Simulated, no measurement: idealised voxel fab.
Process module in this document: voxel trench capacitor
The width of the displayed cross-section, cut, is 210 nm; its cells are square, with a size of 5 nm.
Notation: cross-section as square-cell grid; stated in bands, top first, going down; one or more cell rows per band. For a band, the entry starts with two heights in nm, that of the top and then that of the bottom, and carries on with the band's materials in order from left to right, each alongside its width in nm; the word "everywhere" beside a single material means it fills the band edge to edge, and "air" means empty space. We count height from 0. Below that, the starting wafer is all one material. The lowest band never ends at the bottom but goes on down; see "z 0 and below" for how that is written. Think of "30 to 40" as a width that walks from the first number to the second as you go down the band, top row to bottom row, taking equal-sized steps from row to row. "remains unaltered" means the step left every cell of the cross-section as it was. For the entry "Fully sealed cavities", the listed items are empty spaces with no open way to the top whose size is 8 cells or more; each item follows the pattern width x height at distance, where distance is from the left edge and all three are in nm. Read whatever lies past the settings on a step's line as the simulator's own remark about the step. Among the settings permitted on a step's line is "overlay nm"; applied to a step with a mask, it specifies the extent to which the mask lay to the right of its planned position, whereas a negative figure signifies a position to the left. Reading guide: pairs of cross-sections, before and after one process step; after view cut off at lowest changed band; step and settings listed under each pair. Pairs may stem from different runs of this module on the same starting wafer; continuity with the pair above only where the "Incoming profile" entry states it.

-- Incoming profile
    z 0 and below: Si everywhere
    Fully sealed cavities: none

-- Step Result
    z 10 to 0: SiN everywhere
    Heights below 0 show no change.
    Fully sealed cavities: none
Step sandwiched between the two cross-sections above: CONFORMAL_DEP: material SiN, thk nm 10

Incoming profile: This step starts from the configuration shown after the step in the pair immediately above.

-- Step Result
    z 20 to 10: aC everywhere
    Heights below 10 show no change.
    Fully sealed cavities: none
Step sandwiched between the two cross-sections above: DIRECTIONAL_DEP: material aC, thk nm 10

Incoming profile: This step starts from the configuration shown after the step in the pair immediately above.

-- Step Result
    z 45 to 20: resist 15 nm, then air 25 nm, then resist 25 nm, then air 25 nm, then resist 25 nm, then air 25 nm, then resist 25 nm, then air 25 nm, then resist 20 nm
    Heights below 20 show no change.
    Fully sealed cavities: none
Step sandwiched between the two cross-sections above: PATTERN: tone open, mask id TRENCH, material resist, width nm 25, pitch nm 50, thk nm 25, overlay nm 0

Incoming profile: This step starts from the configuration shown after the step in the pair immediately above.

-- Step Result
    z 35 to 20: resist 15 nm, then air 25 nm, then resist 25 nm, then air 25 nm, then resist 25 nm, then air 25 nm, then resist 25 nm, then air 25 nm, then resist 20 nm
    z 20 to 10: aC 15 nm, then air 25 nm, then aC 25 nm, then air 25 nm, then aC 25 nm, then air 25 nm, then aC 25 nm, then air 25 nm, then aC 20 nm
    Heights below 10 show no change.
    Fully sealed cavities: none
Step sandwiched between the two cross-sections above: DIRECTIONAL_ETCH: etch materials aC, depth nm 10

Incoming profile: This step starts from the configuration shown after the step in the pair immediately above.

-- Step Result
    z 20 to 10: aC 15 nm, then air 25 nm, then aC 25 nm, then air 25 nm, then aC 25 nm, then air 25 nm, then aC 25 nm, then air 25 nm, then aC 20 nm
    Heights below 10 show no change.
    Fully sealed cavities: none
Step sandwiched between the two cross-sections above: STRIP: etch materials resist

Incoming profile: This step starts from the configuration shown after the step in the pair immediately above.

-- Step Result
    z 20 to 10: aC 15 nm, then air 25 nm, then aC 25 nm, then air 25 nm, then aC 25 nm, then air 25 nm, then aC 25 nm, then air 25 nm, then aC 20 nm
    z 10 to 0: SiN 15 nm, then air 25 nm, then SiN 25 nm, then air 25 nm, then SiN 25 nm, then air 25 nm, then SiN 25 nm, then air 25 nm, then SiN 20 nm
    Heights below 0 show no change.
    Fully sealed cavities: none
Step sandwiched between the two cross-sections above: DIRECTIONAL_ETCH: etch materials SiN, depth nm 10

Incoming profile: This step starts from the configuration shown after the step in the pair immediately above.

-- Step Result
    z 20 to 10: aC 15 nm, then air 25 nm, then aC 25 nm, then air 25 nm, then aC 25 nm, then air 25 nm, then aC 25 nm, then air 25 nm, then aC 20 nm
    z 10 to 0: SiN 15 nm, then air 25 nm, then SiN 25 nm, then air 25 nm, then SiN 25 nm, then air 25 nm, then SiN 25 nm, then air 25 nm, then SiN 20 nm
    z 0 to -30: Si 15 nm, then air 25 nm, then Si 25 nm, then air 25 nm, then Si 25 nm, then air 25 nm, then Si 25 nm, then air 25 nm, then Si 20 nm
    Heights below -30 show no change.
    Fully sealed cavities: none
Step sandwiched between the two cross-sections above: DIRECTIONAL_ETCH: etch materials Si, depth nm 30

Incoming profile: This step starts from the configuration shown after the step in the pair immediately above.

-- Step Result
    z 10 to 0: SiN 15 nm, then air 25 nm, then SiN 25 nm, then air 25 nm, then SiN 25 nm, then air 25 nm, then SiN 25 nm, then air 25 nm, then SiN 20 nm
    Heights below 0 show no change.
    Fully sealed cavities: none
Step sandwiched between the two cross-sections above: STRIP: etch materials aC

Incoming profile: This step starts from the configuration shown after the step in the pair immediately above.

-- Step Result
    z 15 to 10: SiO2 20 nm, then air 15 nm, then SiO2 35 nm, then air 15 nm, then SiO2 35 nm, then air 15 nm, then SiO2 35 nm, then air 15 nm, then SiO2 25 nm
    z 10 to 0: SiN 15 nm, then SiO2 5 nm, then air 15 nm, then SiO2 5 nm, then SiN 25 nm, then SiO2 5 nm, then air 15 nm, then SiO2 5 nm, then SiN 25 nm, then SiO2 5 nm, then air 15 nm, then SiO2 5 nm, then SiN 25 nm, then SiO2 5 nm, then air 15 nm, then SiO2 5 nm, then SiN 20 nm
    z 0 to -25: Si 15 nm, then SiO2 5 nm, then air 15 nm, then SiO2 5 nm, then Si 25 nm, then SiO2 5 nm, then air 15 nm, then SiO2 5 nm, then Si 25 nm, then SiO2 5 nm, then air 15 nm, then SiO2 5 nm, then Si 25 nm, then SiO2 5 nm, then air 15 nm, then SiO2 5 nm, then Si 20 nm
    z -25 to -30: Si 15 nm, then SiO2 25 nm, then Si 25 nm, then SiO2 25 nm, then Si 25 nm, then SiO2 25 nm, then Si 25 nm, then SiO2 25 nm, then Si 20 nm
    Heights below -30 show no change.
    Fully sealed cavities: none
Step sandwiched between the two cross-sections above: CONFORMAL_DEP: material SiO2, thk nm 5

Incoming profile: This step starts from the configuration shown after the step in the pair immediately above.

-- Step Result
    z 20 to 15: polySi everywhere
    z 15 to 10: SiO2 20 nm, then polySi 15 nm, then SiO2 35 nm, then polySi 15 nm, then SiO2 35 nm, then polySi 15 nm, then SiO2 35 nm, then polySi 15 nm, then SiO2 25 nm
    z 10 to 0: SiN 15 nm, then SiO2 5 nm, then polySi 15 nm, then SiO2 5 nm, then SiN 25 nm, then SiO2 5 nm, then polySi 15 nm, then SiO2 5 nm, then SiN 25 nm, then SiO2 5 nm, then polySi 15 nm, then SiO2 5 nm, then SiN 25 nm, then SiO2 5 nm, then polySi 15 nm, then SiO2 5 nm, then SiN 20 nm
    z 0 to -25: Si 15 nm, then SiO2 5 nm, then polySi 15 nm, then SiO2 5 nm, then Si 25 nm, then SiO2 5 nm, then polySi 15 nm, then SiO2 5 nm, then Si 25 nm, then SiO2 5 nm, then polySi 15 nm, then SiO2 5 nm, then Si 25 nm, then SiO2 5 nm, then polySi 15 nm, then SiO2 5 nm, then Si 20 nm
    Heights below -25 show no change.
    Fully sealed cavities: none
Step sandwiched between the two cross-sections above: FILL_DEP: material polySi, thk nm 5

Incoming profile: This step starts from the configuration shown after the step in the pair immediately above.

-- Step Result
    z 10 to 0: SiN 15 nm, then SiO2 5 nm, then polySi 15 nm, then SiO2 5 nm, then SiN 25 nm, then SiO2 5 nm, then polySi 15 nm, then SiO2 5 nm, then SiN 25 nm, then SiO2 5 nm, then polySi 15 nm, then SiO2 5 nm, then SiN 25 nm, then SiO2 5 nm, then polySi 15 nm, then SiO2 5 nm, then SiN 20 nm
    Heights below 0 show no change.
    Fully sealed cavities: none
Step sandwiched between the two cross-sections above: CMP: height nm 10

-- Incoming profile
    z 20 to 10: aC 15 nm, then air 25 nm, then aC 25 nm, then air 25 nm, then aC 25 nm, then air 25 nm, then aC 25 nm, then air 25 nm, then aC 20 nm
    z 10 to 0: SiN 15 nm, then air 25 nm, then SiN 25 nm, then air 25 nm, then SiN 25 nm, then air 25 nm, then SiN 25 nm, then air 25 nm, then SiN 20 nm
    z 0 to -30: Si 15 nm, then air 25 nm, then Si 25 nm, then air 25 nm, then Si 25 nm, then air 25 nm, then Si 25 nm, then air 25 nm, then Si 20 nm
    z -30 and below: Si everywhere
    Fully sealed cavities: none

-- Step Result
    z 25 to 20: SiO2 20 nm, then air 15 nm, then SiO2 35 nm, then air 15 nm, then SiO2 35 nm, then air 15 nm, then SiO2 35 nm, then air 15 nm, then SiO2 25 nm
    z 20 to 10: aC 15 nm, then SiO2 5 nm, then air 15 nm, then SiO2 5 nm, then aC 25 nm, then SiO2 5 nm, then air 15 nm, then SiO2 5 nm, then aC 25 nm, then SiO2 5 nm, then air 15 nm, then SiO2 5 nm, then aC 25 nm, then SiO2 5 nm, then air 15 nm, then SiO2 5 nm, then aC 20 nm
    z 10 to 0: SiN 15 nm, then SiO2 5 nm, then air 15 nm, then SiO2 5 nm, then SiN 25 nm, then SiO2 5 nm, then air 15 nm, then SiO2 5 nm, then SiN 25 nm, then SiO2 5 nm, then air 15 nm, then SiO2 5 nm, then SiN 25 nm, then SiO2 5 nm, then air 15 nm, then SiO2 5 nm, then SiN 20 nm
    z 0 to -25: Si 15 nm, then SiO2 5 nm, then air 15 nm, then SiO2 5 nm, then Si 25 nm, then SiO2 5 nm, then air 15 nm, then SiO2 5 nm, then Si 25 nm, then SiO2 5 nm, then air 15 nm, then SiO2 5 nm, then Si 25 nm, then SiO2 5 nm, then air 15 nm, then SiO2 5 nm, then Si 20 nm
    z -25 to -30: Si 15 nm, then SiO2 25 nm, then Si 25 nm, then SiO2 25 nm, then Si 25 nm, then SiO2 25 nm, then Si 25 nm, then SiO2 25 nm, then Si 20 nm
    Heights below -30 show no change.
    Fully sealed cavities: none
Step sandwiched between the two cross-sections above: CONFORMAL_DEP: material SiO2, thk nm 5

Incoming profile: This step starts from the configuration shown after the step in the pair immediately above.

-- Step Result
    z 30 to 25: polySi everywhere
    z 25 to 20: SiO2 20 nm, then polySi 15 nm, then SiO2 35 nm, then polySi 15 nm, then SiO2 35 nm, then polySi 15 nm, then SiO2 35 nm, then polySi 15 nm, then SiO2 25 nm
    z 20 to 10: aC 15 nm, then SiO2 5 nm, then polySi 15 nm, then SiO2 5 nm, then aC 25 nm, then SiO2 5 nm, then polySi 15 nm, then SiO2 5 nm, then aC 25 nm, then SiO2 5 nm, then polySi 15 nm, then SiO2 5 nm, then aC 25 nm, then SiO2 5 nm, then polySi 15 nm, then SiO2 5 nm, then aC 20 nm
    z 10 to 0: SiN 15 nm, then SiO2 5 nm, then polySi 15 nm, then SiO2 5 nm, then SiN 25 nm, then SiO2 5 nm, then polySi 15 nm, then SiO2 5 nm, then SiN 25 nm, then SiO2 5 nm, then polySi 15 nm, then SiO2 5 nm, then SiN 25 nm, then SiO2 5 nm, then polySi 15 nm, then SiO2 5 nm, then SiN 20 nm
    z 0 to -25: Si 15 nm, then SiO2 5 nm, then polySi 15 nm, then SiO2 5 nm, then Si 25 nm, then SiO2 5 nm, then polySi 15 nm, then SiO2 5 nm, then Si 25 nm, then SiO2 5 nm, then polySi 15 nm, then SiO2 5 nm, then Si 25 nm, then SiO2 5 nm, then polySi 15 nm, then SiO2 5 nm, then Si 20 nm
    Heights below -25 show no change.
    Fully sealed cavities: none
Step sandwiched between the two cross-sections above: FILL_DEP: material polySi, thk nm 5

Incoming profile: This step starts from the configuration shown after the step in the pair immediately above.

-- Step Result
    z 10 to 0: SiN 15 nm, then SiO2 5 nm, then polySi 15 nm, then SiO2 5 nm, then SiN 25 nm, then SiO2 5 nm, then polySi 15 nm, then SiO2 5 nm, then SiN 25 nm, then SiO2 5 nm, then polySi 15 nm, then SiO2 5 nm, then SiN 25 nm, then SiO2 5 nm, then polySi 15 nm, then SiO2 5 nm, then SiN 20 nm
    Heights below 0 show no change.
    Fully sealed cavities: none
Step sandwiched between the two cross-sections above: CMP: height nm 10

-- Incoming profile
    z 20 to 10: aC 15 nm, then air 25 nm, then aC 25 nm, then air 25 nm, then aC 25 nm, then air 25 nm, then aC 25 nm, then air 25 nm, then aC 20 nm
    z 10 to 0: SiN 15 nm, then air 25 nm, then SiN 25 nm, then air 25 nm, then SiN 25 nm, then air 25 nm, then SiN 25 nm, then air 25 nm, then SiN 20 nm
    z 0 to -30: Si 15 nm, then air 25 nm, then Si 25 nm, then air 25 nm, then Si 25 nm, then air 25 nm, then Si 25 nm, then air 25 nm, then Si 20 nm
    z -30 and below: Si everywhere
    Fully sealed cavities: none

-- Step Result
    z 20 to 10: aC 15 nm, then air 25 nm, then aC 25 nm, then air 25 nm, then aC 25 nm, then air 25 nm, then aC 25 nm, then air 25 nm, then aC 20 nm
    z 10 to 0: SiN 15 nm, then air 25 nm, then SiN 25 nm, then air 25 nm, then SiN 25 nm, then air 25 nm, then SiN 25 nm, then air 25 nm, then SiN 20 nm
    z 0 to -60: Si 15 nm, then air 25 nm, then Si 25 nm, then air 25 nm, then Si 25 nm, then air 25 nm, then Si 25 nm, then air 25 nm, then Si 20 nm
    Heights below -60 show no change.
    Fully sealed cavities: none
Step sandwiched between the two cross-sections above: DIRECTIONAL_ETCH: etch materials Si, depth nm 30

Incoming profile: This step starts from the configuration shown after the step in the pair immediately above.

-- Step Result
    z 10 to 0: SiN 15 nm, then air 25 nm, then SiN 25 nm, then air 25 nm, then SiN 25 nm, then air 25 nm, then SiN 25 nm, then air 25 nm, then SiN 20 nm
    Heights below 0 show no change.
    Fully sealed cavities: none
Step sandwiched between the two cross-sections above: STRIP: etch materials aC

Incoming profile: This step starts from the configuration shown after the step in the pair immediately above.

-- Step Result
    z 15 to 10: SiO2 20 nm, then air 15 nm, then SiO2 35 nm, then air 15 nm, then SiO2 35 nm, then air 15 nm, then SiO2 35 nm, then air 15 nm, then SiO2 25 nm
    z 10 to 0: SiN 15 nm, then SiO2 5 nm, then air 15 nm, then SiO2 5 nm, then SiN 25 nm, then SiO2 5 nm, then air 15 nm, then SiO2 5 nm, then SiN 25 nm, then SiO2 5 nm, then air 15 nm, then SiO2 5 nm, then SiN 25 nm, then SiO2 5 nm, then air 15 nm, then SiO2 5 nm, then SiN 20 nm
    z 0 to -55: Si 15 nm, then SiO2 5 nm, then air 15 nm, then SiO2 5 nm, then Si 25 nm, then SiO2 5 nm, then air 15 nm, then SiO2 5 nm, then Si 25 nm, then SiO2 5 nm, then air 15 nm, then SiO2 5 nm, then Si 25 nm, then SiO2 5 nm, then air 15 nm, then SiO2 5 nm, then Si 20 nm
    z -55 to -60: Si 15 nm, then SiO2 25 nm, then Si 25 nm, then SiO2 25 nm, then Si 25 nm, then SiO2 25 nm, then Si 25 nm, then SiO2 25 nm, then Si 20 nm
    Heights below -60 show no change.
    Fully sealed cavities: none
Step sandwiched between the two cross-sections above: CONFORMAL_DEP: material SiO2, thk nm 5

Incoming profile: This step starts from the configuration shown after the step in the pair immediately above.

-- Step Result
    z 20 to 15: polySi everywhere
    z 15 to 10: SiO2 20 nm, then polySi 15 nm, then SiO2 35 nm, then polySi 15 nm, then SiO2 35 nm, then polySi 15 nm, then SiO2 35 nm, then polySi 15 nm, then SiO2 25 nm
    z 10 to 0: SiN 15 nm, then SiO2 5 nm, then polySi 15 nm, then SiO2 5 nm, then SiN 25 nm, then SiO2 5 nm, then polySi 15 nm, then SiO2 5 nm, then SiN 25 nm, then SiO2 5 nm, then polySi 15 nm, then SiO2 5 nm, then SiN 25 nm, then SiO2 5 nm, then polySi 15 nm, then SiO2 5 nm, then SiN 20 nm
    z 0 to -55: Si 15 nm, then SiO2 5 nm, then polySi 15 nm, then SiO2 5 nm, then Si 25 nm, then SiO2 5 nm, then polySi 15 nm, then SiO2 5 nm, then Si 25 nm, then SiO2 5 nm, then polySi 15 nm, then SiO2 5 nm, then Si 25 nm, then SiO2 5 nm, then polySi 15 nm, then SiO2 5 nm, then Si 20 nm
    Heights below -55 show no change.
    Fully sealed cavities: none
Step sandwiched between the two cross-sections above: FILL_DEP: material polySi, thk nm 5

Incoming profile: This step starts from the configuration shown after the step in the pair immediately above.

-- Step Result
    z 10 to 0: SiN 15 nm, then SiO2 5 nm, then polySi 15 nm, then SiO2 5 nm, then SiN 25 nm, then SiO2 5 nm, then polySi 15 nm, then SiO2 5 nm, then SiN 25 nm, then SiO2 5 nm, then polySi 15 nm, then SiO2 5 nm, then SiN 25 nm, then SiO2 5 nm, then polySi 15 nm, then SiO2 5 nm, then SiN 20 nm
    Heights below 0 show no change.
    Fully sealed cavities: none
Step sandwiched between the two cross-sections above: CMP: height nm 10

-- Incoming profile
    z 35 to 20: resist 15 nm, then air 25 nm, then resist 25 nm, then air 25 nm, then resist 25 nm, then air 25 nm, then resist 25 nm, then air 25 nm, then resist 20 nm
    z 20 to 10: aC 15 nm, then air 25 nm, then aC 25 nm, then air 25 nm, then aC 25 nm, then air 25 nm, then aC 25 nm, then air 25 nm, then aC 20 nm
    z 10 to 0: SiN everywhere
    z 0 and below: Si everywhere
    Fully sealed cavities: none

-- Step Result
    z 35 to 20: resist 15 nm, then air 25 nm, then resist 25 nm, then air 25 nm, then resist 25 nm, then air 25 nm, then resist 25 nm, then air 25 nm, then resist 20 nm
    z 20 to 10: aC 15 nm, then air 25 nm, then aC 25 nm, then air 25 nm, then aC 25 nm, then air 25 nm, then aC 25 nm, then air 25 nm, then aC 20 nm
    z 10 to 0: SiN 15 nm, then air 25 nm, then SiN 25 nm, then air 25 nm, then SiN 25 nm, then air 25 nm, then SiN 25 nm, then air 25 nm, then SiN 20 nm
    Heights below 0 show no change.
    Fully sealed cavities: none
Step sandwiched between the two cross-sections above: DIRECTIONAL_ETCH: etch materials SiN, depth nm 10

Incoming profile: This step starts from the configuration shown after the step in the pair immediately above.

-- Step Result
    z 20 to 10: aC 15 nm, then air 25 nm, then aC 25 nm, then air 25 nm, then aC 25 nm, then air 25 nm, then aC 25 nm, then air 25 nm, then aC 20 nm
    Heights below 10 show no change.
    Fully sealed cavities: none
Step sandwiched between the two cross-sections above: STRIP: etch materials resist

-- Incoming profile
    z 20 to 15: polySi everywhere
    z 15 to 10: SiO2 20 nm, then polySi 15 nm, then SiO2 35 nm, then polySi 15 nm, then SiO2 35 nm, then polySi 15 nm, then SiO2 35 nm, then polySi 15 nm, then SiO2 25 nm
    z 10 to 0: SiN 15 nm, then SiO2 5 nm, then polySi 15 nm, then SiO2 5 nm, then SiN 25 nm, then SiO2 5 nm, then polySi 15 nm, then SiO2 5 nm, then SiN 25 nm, then SiO2 5 nm, then polySi 15 nm, then SiO2 5 nm, then SiN 25 nm, then SiO2 5 nm, then polySi 15 nm, then SiO2 5 nm, then SiN 20 nm
    z 0 to -25: Si 15 nm, then SiO2 5 nm, then polySi 15 nm, then SiO2 5 nm, then Si 25 nm, then SiO2 5 nm, then polySi 15 nm, then SiO2 5 nm, then Si 25 nm, then SiO2 5 nm, then polySi 15 nm, then SiO2 5 nm, then Si 25 nm, then SiO2 5 nm, then polySi 15 nm, then SiO2 5 nm, then Si 20 nm
    z -25 to -30: Si 15 nm, then SiO2 25 nm, then Si 25 nm, then SiO2 25 nm, then Si 25 nm, then SiO2 25 nm, then Si 25 nm, then SiO2 25 nm, then Si 20 nm
    z -30 and below: Si everywhere
    Fully sealed cavities: none

-- Step Result
    z 5 to 0: SiN 15 nm, then SiO2 5 nm, then polySi 15 nm, then SiO2 5 nm, then SiN 25 nm, then SiO2 5 nm, then polySi 15 nm, then SiO2 5 nm, then SiN 25 nm, then SiO2 5 nm, then polySi 15 nm, then SiO2 5 nm, then SiN 25 nm, then SiO2 5 nm, then polySi 15 nm, then SiO2 5 nm, then SiN 20 nm
    Heights below 0 show no change.
    Fully sealed cavities: none
Step sandwiched between the two cross-sections above: CMP: height nm 5

-- Incoming profile
    z 20 to 10: aC everywhere
    z 10 to 0: SiN everywhere
    z 0 and below: Si everywhere
    Fully sealed cavities: none

-- Step Result
    z 45 to 20: resist 20 nm, then air 20 nm, then resist 30 nm, then air 20 nm, then resist 30 nm, then air 20 nm, then resist 30 nm, then air 20 nm, then resist 20 nm
    Heights below 20 show no change.
    Fully sealed cavities: none
Step sandwiched between the two cross-sections above: PATTERN: tone open, mask id TRENCH, material resist, width nm 20, pitch nm 50, thk nm 25, overlay nm 0

Incoming profile: This step starts from the configuration shown after the step in the pair immediately above.

-- Step Result
    z 35 to 20: resist 20 nm, then air 20 nm, then resist 30 nm, then air 20 nm, then resist 30 nm, then air 20 nm, then resist 30 nm, then air 20 nm, then resist 20 nm
    z 20 to 10: aC 20 nm, then air 20 nm, then aC 30 nm, then air 20 nm, then aC 30 nm, then air 20 nm, then aC 30 nm, then air 20 nm, then aC 20 nm
    Heights below 10 show no change.
    Fully sealed cavities: none
Step sandwiched between the two cross-sections above: DIRECTIONAL_ETCH: etch materials aC, depth nm 10

Incoming profile: This step starts from the configuration shown after the step in the pair immediately above.

-- Step Result
    z 20 to 10: aC 20 nm, then air 20 nm, then aC 30 nm, then air 20 nm, then aC 30 nm, then air 20 nm, then aC 30 nm, then air 20 nm, then aC 20 nm
    Heights below 10 show no change.
    Fully sealed cavities: none
Step sandwiched between the two cross-sections above: STRIP: etch materials resist

Incoming profile: This step starts from the configuration shown after the step in the pair immediately above.

-- Step Result
    z 20 to 10: aC 20 nm, then air 20 nm, then aC 30 nm, then air 20 nm, then aC 30 nm, then air 20 nm, then aC 30 nm, then air 20 nm, then aC 20 nm
    z 10 to 0: SiN 20 nm, then air 20 nm, then SiN 30 nm, then air 20 nm, then SiN 30 nm, then air 20 nm, then SiN 30 nm, then air 20 nm, then SiN 20 nm
    Heights below 0 show no change.
    Fully sealed cavities: none
Step sandwiched between the two cross-sections above: DIRECTIONAL_ETCH: etch materials SiN, depth nm 10

Incoming profile: This step starts from the configuration shown after the step in the pair immediately above.

-- Step Result
    z 20 to 10: aC 20 nm, then air 20 nm, then aC 30 nm, then air 20 nm, then aC 30 nm, then air 20 nm, then aC 30 nm, then air 20 nm, then aC 20 nm
    z 10 to 0: SiN 20 nm, then air 20 nm, then SiN 30 nm, then air 20 nm, then SiN 30 nm, then air 20 nm, then SiN 30 nm, then air 20 nm, then SiN 20 nm
    z 0 to -30: Si 20 nm, then air 20 nm, then Si 30 nm, then air 20 nm, then Si 30 nm, then air 20 nm, then Si 30 nm, then air 20 nm, then Si 20 nm
    Heights below -30 show no change.
    Fully sealed cavities: none
Step sandwiched between the two cross-sections above: DIRECTIONAL_ETCH: etch materials Si, depth nm 30

Incoming profile: This step starts from the configuration shown after the step in the pair immediately above.

-- Step Result
    z 10 to 0: SiN 20 nm, then air 20 nm, then SiN 30 nm, then air 20 nm, then SiN 30 nm, then air 20 nm, then SiN 30 nm, then air 20 nm, then SiN 20 nm
    Heights below 0 show no change.
    Fully sealed cavities: none
Step sandwiched between the two cross-sections above: STRIP: etch materials aC

Incoming profile: This step starts from the configuration shown after the step in the pair immediately above.

-- Step Result
    z 15 to 10: SiO2 25 nm, then air 10 nm, then SiO2 40 nm, then air 10 nm, then SiO2 40 nm, then air 10 nm, then SiO2 40 nm, then air 10 nm, then SiO2 25 nm
    z 10 to 0: SiN 20 nm, then SiO2 5 nm, then air 10 nm, then SiO2 5 nm, then SiN 30 nm, then SiO2 5 nm, then air 10 nm, then SiO2 5 nm, then SiN 30 nm, then SiO2 5 nm, then air 10 nm, then SiO2 5 nm, then SiN 30 nm, then SiO2 5 nm, then air 10 nm, then SiO2 5 nm, then SiN 20 nm
    z 0 to -25: Si 20 nm, then SiO2 5 nm, then air 10 nm, then SiO2 5 nm, then Si 30 nm, then SiO2 5 nm, then air 10 nm, then SiO2 5 nm, then Si 30 nm, then SiO2 5 nm, then air 10 nm, then SiO2 5 nm, then Si 30 nm, then SiO2 5 nm, then air 10 nm, then SiO2 5 nm, then Si 20 nm
    z -25 to -30: Si 20 nm, then SiO2 20 nm, then Si 30 nm, then SiO2 20 nm, then Si 30 nm, then SiO2 20 nm, then Si 30 nm, then SiO2 20 nm, then Si 20 nm
    Heights below -30 show no change.
    Fully sealed cavities: none
Step sandwiched between the two cross-sections above: CONFORMAL_DEP: material SiO2, thk nm 5

Incoming profile: This step starts from the configuration shown after the step in the pair immediately above.

-- Step Result
    z 20 to 15: polySi everywhere
    z 15 to 10: SiO2 25 nm, then polySi 10 nm, then SiO2 40 nm, then polySi 10 nm, then SiO2 40 nm, then polySi 10 nm, then SiO2 40 nm, then polySi 10 nm, then SiO2 25 nm
    z 10 to 0: SiN 20 nm, then SiO2 5 nm, then polySi 10 nm, then SiO2 5 nm, then SiN 30 nm, then SiO2 5 nm, then polySi 10 nm, then SiO2 5 nm, then SiN 30 nm, then SiO2 5 nm, then polySi 10 nm, then SiO2 5 nm, then SiN 30 nm, then SiO2 5 nm, then polySi 10 nm, then SiO2 5 nm, then SiN 20 nm
    z 0 to -25: Si 20 nm, then SiO2 5 nm, then polySi 10 nm, then SiO2 5 nm, then Si 30 nm, then SiO2 5 nm, then polySi 10 nm, then SiO2 5 nm, then Si 30 nm, then SiO2 5 nm, then polySi 10 nm, then SiO2 5 nm, then Si 30 nm, then SiO2 5 nm, then polySi 10 nm, then SiO2 5 nm, then Si 20 nm
    Heights below -25 show no change.
    Fully sealed cavities: none
Step sandwiched between the two cross-sections above: FILL_DEP: material polySi, thk nm 5

Incoming profile: This step starts from the configuration shown after the step in the pair immediately above.

-- Step Result
    z 10 to 0: SiN 20 nm, then SiO2 5 nm, then polySi 10 nm, then SiO2 5 nm, then SiN 30 nm, then SiO2 5 nm, then polySi 10 nm, then SiO2 5 nm, then SiN 30 nm, then SiO2 5 nm, then polySi 10 nm, then SiO2 5 nm, then SiN 30 nm, then SiO2 5 nm, then polySi 10 nm, then SiO2 5 nm, then SiN 20 nm
    Heights below 0 show no change.
    Fully sealed cavities: none
Step sandwiched between the two cross-sections above: CMP: height nm 10

-- Incoming profile
    z 20 to 10: aC everywhere
    z 10 to 0: SiN everywhere
    z 0 and below: Si everywhere
    Fully sealed cavities: none

-- Step Result
    z 45 to 20: resist 20 nm, then air 25 nm, then resist 25 nm, then air 25 nm, then resist 25 nm, then air 25 nm, then resist 25 nm, then air 25 nm, then resist 15 nm
    Heights below 20 show no change.
    Fully sealed cavities: none
Step sandwiched between the two cross-sections above: PATTERN: tone open, mask id TRENCH, material resist, width nm 25, pitch nm 50, thk nm 25, overlay nm 5

Incoming profile: This step starts from the configuration shown after the step in the pair immediately above.

-- Step Result
    z 35 to 20: resist 20 nm, then air 25 nm, then resist 25 nm, then air 25 nm, then resist 25 nm, then air 25 nm, then resist 25 nm, then air 25 nm, then resist 15 nm
    z 20 to 10: aC 20 nm, then air 25 nm, then aC 25 nm, then air 25 nm, then aC 25 nm, then air 25 nm, then aC 25 nm, then air 25 nm, then aC 15 nm
    Heights below 10 show no change.
    Fully sealed cavities: none
Step sandwiched between the two cross-sections above: DIRECTIONAL_ETCH: etch materials aC, depth nm 10

Incoming profile: This step starts from the configuration shown after the step in the pair immediately above.

-- Step Result
    z 20 to 10: aC 20 nm, then air 25 nm, then aC 25 nm, then air 25 nm, then aC 25 nm, then air 25 nm, then aC 25 nm, then air 25 nm, then aC 15 nm
    Heights below 10 show no change.
    Fully sealed cavities: none
Step sandwiched between the two cross-sections above: STRIP: etch materials resist

Incoming profile: This step starts from the configuration shown after the step in the pair immediately above.

-- Step Result
    z 20 to 10: aC 20 nm, then air 25 nm, then aC 25 nm, then air 25 nm, then aC 25 nm, then air 25 nm, then aC 25 nm, then air 25 nm, then aC 15 nm
    z 10 to 0: SiN 20 nm, then air 25 nm, then SiN 25 nm, then air 25 nm, then SiN 25 nm, then air 25 nm, then SiN 25 nm, then air 25 nm, then SiN 15 nm
    Heights below 0 show no change.
    Fully sealed cavities: none
Step sandwiched between the two cross-sections above: DIRECTIONAL_ETCH: etch materials SiN, depth nm 10

Incoming profile: This step starts from the configuration shown after the step in the pair immediately above.

-- Step Result
    z 20 to 10: aC 20 nm, then air 25 nm, then aC 25 nm, then air 25 nm, then aC 25 nm, then air 25 nm, then aC 25 nm, then air 25 nm, then aC 15 nm
    z 10 to 0: SiN 20 nm, then air 25 nm, then SiN 25 nm, then air 25 nm, then SiN 25 nm, then air 25 nm, then SiN 25 nm, then air 25 nm, then SiN 15 nm
    z 0 to -30: Si 20 nm, then air 25 nm, then Si 25 nm, then air 25 nm, then Si 25 nm, then air 25 nm, then Si 25 nm, then air 25 nm, then Si 15 nm
    Heights below -30 show no change.
    Fully sealed cavities: none
Step sandwiched between the two cross-sections above: DIRECTIONAL_ETCH: etch materials Si, depth nm 30

Incoming profile: This step starts from the configuration shown after the step in the pair immediately above.

-- Step Result
    z 10 to 0: SiN 20 nm, then air 25 nm, then SiN 25 nm, then air 25 nm, then SiN 25 nm, then air 25 nm, then SiN 25 nm, then air 25 nm, then SiN 15 nm
    Heights below 0 show no change.
    Fully sealed cavities: none
Step sandwiched between the two cross-sections above: STRIP: etch materials aC

Incoming profile: This step starts from the configuration shown after the step in the pair immediately above.

-- Step Result
    z 15 to 10: SiO2 25 nm, then air 15 nm, then SiO2 35 nm, then air 15 nm, then SiO2 35 nm, then air 15 nm, then SiO2 35 nm, then air 15 nm, then SiO2 20 nm
    z 10 to 0: SiN 20 nm, then SiO2 5 nm, then air 15 nm, then SiO2 5 nm, then SiN 25 nm, then SiO2 5 nm, then air 15 nm, then SiO2 5 nm, then SiN 25 nm, then SiO2 5 nm, then air 15 nm, then SiO2 5 nm, then SiN 25 nm, then SiO2 5 nm, then air 15 nm, then SiO2 5 nm, then SiN 15 nm
    z 0 to -25: Si 20 nm, then SiO2 5 nm, then air 15 nm, then SiO2 5 nm, then Si 25 nm, then SiO2 5 nm, then air 15 nm, then SiO2 5 nm, then Si 25 nm, then SiO2 5 nm, then air 15 nm, then SiO2 5 nm, then Si 25 nm, then SiO2 5 nm, then air 15 nm, then SiO2 5 nm, then Si 15 nm
    z -25 to -30: Si 20 nm, then SiO2 25 nm, then Si 25 nm, then SiO2 25 nm, then Si 25 nm, then SiO2 25 nm, then Si 25 nm, then SiO2 25 nm, then Si 15 nm
    Heights below -30 show no change.
    Fully sealed cavities: none
Step sandwiched between the two cross-sections above: CONFORMAL_DEP: material SiO2, thk nm 5
